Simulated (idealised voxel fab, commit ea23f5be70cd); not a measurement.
The document below concerns the process module designated voxel ribs on slabs.
This is section cut - it's 230 nm across, gridded in 5 nm square cells.
Cross-section = grid of square cells, listed top down in bands; band = one or more rows.
Band entry format. Leading values: height of top, height of bottom, nm. Remainder: materials in left-to-right order, each with its width in nm. Special words: "edge to edge" on a single material, which then fills the band edge to edge; "air", empty space.
Note: height 0 marks the level under which the wafer is uniformly one material as received. Lowest band unbounded below, written "0 and below".
Top row gets the first number, bottom row gets the second, and each row in between changes by the same step: that is how a band width like "30..40" works.
What does "no alteration" mean for a step? It means no cell of the cross-section changed in that step.
Entry "Closed void inventory" = empty spaces >= 8 cells with no open way to the top; each as width x height at distance, distance from left edge, all nm.
Read whatever lies past the settings on a step's line as the simulator's own remark about the step.
overlay nm: for a step with a mask, the amount by which the mask lay right of where it was planned; a negative amount means left of it.

Set out below are the planned steps of the process:
1: RECEIVE [material Si]
2: DIRECTIONAL_DEP [material SiO2] [thk nm 25]
3: DIRECTIONAL_DEP [material SiN] [thk nm 20]
4: PATTERN [tone cover] [mask id RIB] [material resist] [width nm 20] [thk nm 15] [overlay nm 0]
5: DIRECTIONAL_ETCH [etch materials SiN] [depth nm 5]
6: STRIP [etch materials resist]
7: PATTERN [tone cover] [mask id SLAB] [material resist] [width nm 50] [thk nm 20] [overlay nm 0]
8: DIRECTIONAL_ETCH [etch materials SiN] [depth nm 15]
9: STRIP [etch materials resist]
10: FILL_DEP [material SiO2] [thk nm 15]
11: CMP [height nm 55]
12: DIRECTIONAL_DEP [material W] [thk nm 5]
13: PATTERN [tone cover] [mask id HEATER] [material resist] [width nm 30] [thk nm 20] [overlay nm 0]
14: DIRECTIONAL_ETCH [etch materials W] [depth nm 5]
15: STRIP [etch materials resist]
16: CONFORMAL_DEP [material SiN] [thk nm 10]

The first wafer of two, processed as planned:

Here's what the wafer looked like in cross-section when it arrived - that's after step 1:
0 and below = Si edge to edge
Closed void inventory: none

Step 2 complete: cross-section through the wafer:
25 down to 0 = SiO2 edge to edge
Below a height of 0, the structure has not been altered.

Step 3 complete: cross-section through the wafer:
45 down to 25 = SiN edge to edge
Below a height of 25, the structure has not been altered.

Step 4 complete: cross-section through the wafer:
60 down to 45 = 105 of air, then 20 of resist, then 105 of air
Below a height of 45, the structure has not been altered.

Step 5 complete: cross-section through the wafer:
60 down to 45 = 105 of air, then 20 of resist, then 105 of air
45 down to 40 = 105 of air, then 20 of SiN, then 105 of air
Below a height of 40, the structure has not been altered.

Step 6 complete: cross-section through the wafer:
45 down to 40 = 105 of air, then 20 of SiN, then 105 of air
Below a height of 40, the structure has not been altered.

Step 7 complete: cross-section through the wafer:
65 down to 45 = 90 of air, then 50 of resist, then 90 of air
45 down to 40 = 90 of air, then 15 of resist, then 20 of SiN, then 15 of resist, then 90 of air
Below a height of 40, the structure has not been altered.

Step 8 complete: cross-section through the wafer:
65 down to 45 = 90 of air, then 50 of resist, then 90 of air
45 down to 40 = 90 of air, then 15 of resist, then 20 of SiN, then 15 of resist, then 90 of air
40 down to 25 = 90 of air, then 50 of SiN, then 90 of air
Below a height of 25, the structure has not been altered.

Step 9 complete: cross-section through the wafer:
45 down to 40 = 105 of air, then 20 of SiN, then 105 of air
Below a height of 40, the structure has not been altered.

Step 10 complete: cross-section through the wafer:
60 down to 45 = SiO2 edge to edge
45 down to 40 = 105 of SiO2, then 20 of SiN, then 105 of SiO2
40 down to 25 = 90 of SiO2, then 50 of SiN, then 90 of SiO2
Below a height of 25, the structure has not been altered.

Step 11 complete: cross-section through the wafer:
55 down to 45 = SiO2 edge to edge
Below a height of 45, the structure has not been altered.

Step 12 complete: cross-section through the wafer:
60 down to 55 = W edge to edge
Below a height of 55, the structure has not been altered.

Step 13 complete: cross-section through the wafer:
80 down to 60 = 100 of air, then 30 of resist, then 100 of air
Below a height of 60, the structure has not been altered.

Step 14 complete: cross-section through the wafer:
80 down to 60 = 100 of air, then 30 of resist, then 100 of air
60 down to 55 = 100 of air, then 30 of W, then 100 of air
Below a height of 55, the structure has not been altered.

Step 15 complete: cross-section through the wafer:
60 down to 55 = 100 of air, then 30 of W, then 100 of air
Below a height of 55, the structure has not been altered.

Step 16 complete: cross-section through the wafer:
70 down to 65 = 90 of air, then 50 of SiN, then 90 of air
65 down to 60 = SiN edge to edge
60 down to 55 = 100 of SiN, then 30 of W, then 100 of SiN
Below a height of 55, the structure has not been altered.

Here the second wafer is described. Its start and its plan were those of the first wafer. Its run contained one mistake. Up to and including step 3, it did exactly what the first wafer did:

Second wafer shown in cross-section at the time step 4 was slated to end:
60 down to 45 = 110 of air, then 15 of resist, then 105 of air
Below a height of 45, the structure has not been altered.

Second wafer shown in cross-section at the time step 5 was slated to end:
60 down to 45 = 110 of air, then 15 of resist, then 105 of air
45 down to 40 = 110 of air, then 15 of SiN, then 105 of air
Below a height of 40, the structure has not been altered.

Second wafer shown in cross-section at the time step 6 was slated to end:
45 down to 40 = 110 of air, then 15 of SiN, then 105 of air
Below a height of 40, the structure has not been altered.

Second wafer shown in cross-section at the time step 7 was slated to end:
65 down to 45 = 90 of air, then 50 of resist, then 90 of air
45 down to 40 = 90 of air, then 20 of resist, then 15 of SiN, then 15 of resist, then 90 of air
Below a height of 40, the structure has not been altered.

Second wafer shown in cross-section at the time step 8 was slated to end:
65 down to 45 = 90 of air, then 50 of resist, then 90 of air
45 down to 40 = 90 of air, then 20 of resist, then 15 of SiN, then 15 of resist, then 90 of air
40 down to 25 = 90 of air, then 50 of SiN, then 90 of air
Below a height of 25, the structure has not been altered.

Second wafer shown in cross-section at the time step 9 was slated to end:
45 down to 40 = 110 of air, then 15 of SiN, then 105 of air
Below a height of 40, the structure has not been altered.

Second wafer shown in cross-section at the time step 10 was slated to end:
60 down to 45 = SiO2 edge to edge
45 down to 40 = 110 of SiO2, then 15 of SiN, then 105 of SiO2
40 down to 25 = 90 of SiO2, then 50 of SiN, then 90 of SiO2
Below a height of 25, the structure has not been altered.

Second wafer shown in cross-section at the time step 11 was slated to end:
55 down to 45 = SiO2 edge to edge
Below a height of 45, the structure has not been altered.

Second wafer shown in cross-section at the time step 12 was slated to end:
60 down to 55 = W edge to edge
Below a height of 55, the structure has not been altered.

Second wafer shown in cross-section at the time step 13 was slated to end:
80 down to 60 = 100 of air, then 30 of resist, then 100 of air
Below a height of 60, the structure has not been altered.

Second wafer shown in cross-section at the time step 14 was slated to end:
80 down to 60 = 100 of air, then 30 of resist, then 100 of air
60 down to 55 = 100 of air, then 30 of W, then 100 of air
Below a height of 55, the structure has not been altered.

Second wafer shown in cross-section at the time step 15 was slated to end:
60 down to 55 = 100 of air, then 30 of W, then 100 of air
Below a height of 55, the structure has not been altered.

Second wafer shown in cross-section at the time step 16 was slated to end:
70 down to 65 = 90 of air, then 50 of SiN, then 90 of air
65 down to 60 = SiN edge to edge
60 down to 55 = 100 of SiN, then 30 of W, then 100 of SiN
Below a height of 55, the structure has not been altered.
Processing error: in deviation from the planned setting, step 4 was conducted as PATTERN [tone cover] [mask id RIB] [material resist] [width nm 15] [thk nm 15] [overlay nm 0]
Wrapping up, a cell-based count of both wafers puts the second over or under the first for these materials: -1 SiN, +1 SiO2
